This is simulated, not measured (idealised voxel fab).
This is a process module. Its name is voxel double patterning.
For reference, the cross-section in this document is cut, with width 170 nm and square cells of 5 nm.
Square cells in a grid make up a cross-section in this document, and the grid is given as bands, listed from the top down, each one or more rows of cells.
Each band's line starts with the height of the band's top and of its bottom, in nm. Then come its materials from left to right, each with its width in nm. One material with "full width" fills the band from edge to edge. "blank" is empty space.
Height is counted from the level 0, under which the received wafer is composed throughout of one material. The lowest of the bands is not closed at the bottom but continues downward, in the notation "0 nm and below".
A width such as "30->40" changes by the same amount from each row of cells to the next, from the band's top row to its bottom row.
What does "remains unaltered" mean for a step? It means no cell of the cross-section changed in that step.
Each empty space that has no open way to the top and spans at least 8 cells appears under "Cavities, closed" as width x height at distance, the distance counted from the left edge, all in nm.
Formally, on a step line, whatever follows the settings is a remark that the simulator itself makes on the step.
Among the settings permitted on a step's line is "overlay nm"; applied to a step with a mask, it specifies the extent to which the mask lay to the right of its planned position, whereas a negative figure signifies a position to the left.

PROCESS STEPS - PLAN
1. RECEIVE with material Si
2. CONFORMAL_DEP with material SiO2, thk nm 5
3. DIRECTIONAL_DEP with material TiN, thk nm 20
4. DIRECTIONAL_DEP with material SiN, thk nm 10
5. MASKED_ETCH with tone open, mask id FIRST, width nm 15, pitch nm 50, etch materials SiN, depth nm 10, overlay nm -15
6. DIRECTIONAL_DEP with material aC, thk nm 10
7. PATTERN with tone open, mask id SECOND, material resist, width nm 15, thk nm 30, overlay nm 0
8. DIRECTIONAL_ETCH with etch materials aC, depth nm 10
9. STRIP with etch materials resist
10. DIRECTIONAL_ETCH with etch materials SiN, depth nm 10
11. STRIP with etch materials aC
12. DIRECTIONAL_ETCH with etch materials TiN, depth nm 20
13. STRIP with etch materials SiN
The wafers in this document start out alike and differ in the overlay nm applied at step 5; the plan shows the value used for the first wafer.

THE FIRST OF SEVERAL WAFERS, AS RECEIVED AFTER STEP 1, SEEN IN SECTION
0 nm and below | Si full width
Cavities, closed: none

MODULE FINISHED, LAST STEP 13 DONE: CROSS-SECTION OF THE FIRST OF SEVERAL WAFERS
25 nm to 5 nm | TiN 35 nm / blank 15 nm / TiN 25 nm / blank 25 nm / TiN 70 nm
5 nm to 0 nm | SiO2 full width
0 nm and below | Si full width
Cavities, closed: none

CROSS-SECTION OF THE LAST WAFER AT END OF MODULE
25 nm to 5 nm | TiN 65 nm / blank 25 nm / TiN 25 nm / blank 15 nm / TiN 40 nm
5 nm to 0 nm | SiO2 full width
0 nm and below | Si full width
Cavities, closed: none

THE ROWS OF THE TABLE BELOW ARE WAFERS. LOOKING AT THE END OF THE MODULE, A ROW COUNTS, FOR EVERY MATERIAL, THE CELLS THE WAFER HAS GAINED, SHOWN AS (+), OR LOST, SHOWN AS (-), SINCE IT WAS RECEIVED; ITS CLOSED VOIDS COME NEXT
overlay nm -15; +34 SiO2; +104 TiN; Cavities, closed: none
overlay nm -10; +34 SiO2; +100 TiN; Cavities, closed: none
overlay nm -5; +34 SiO2; +100 TiN; Cavities, closed: none
overlay nm 0; +34 SiO2; +100 TiN; Cavities, closed: none
overlay nm 5; +34 SiO2; +100 TiN; Cavities, closed: none
overlay nm 10; +34 SiO2; +100 TiN; Cavities, closed: none
overlay nm 15; +34 SiO2; +104 TiN; Cavities, closed: none
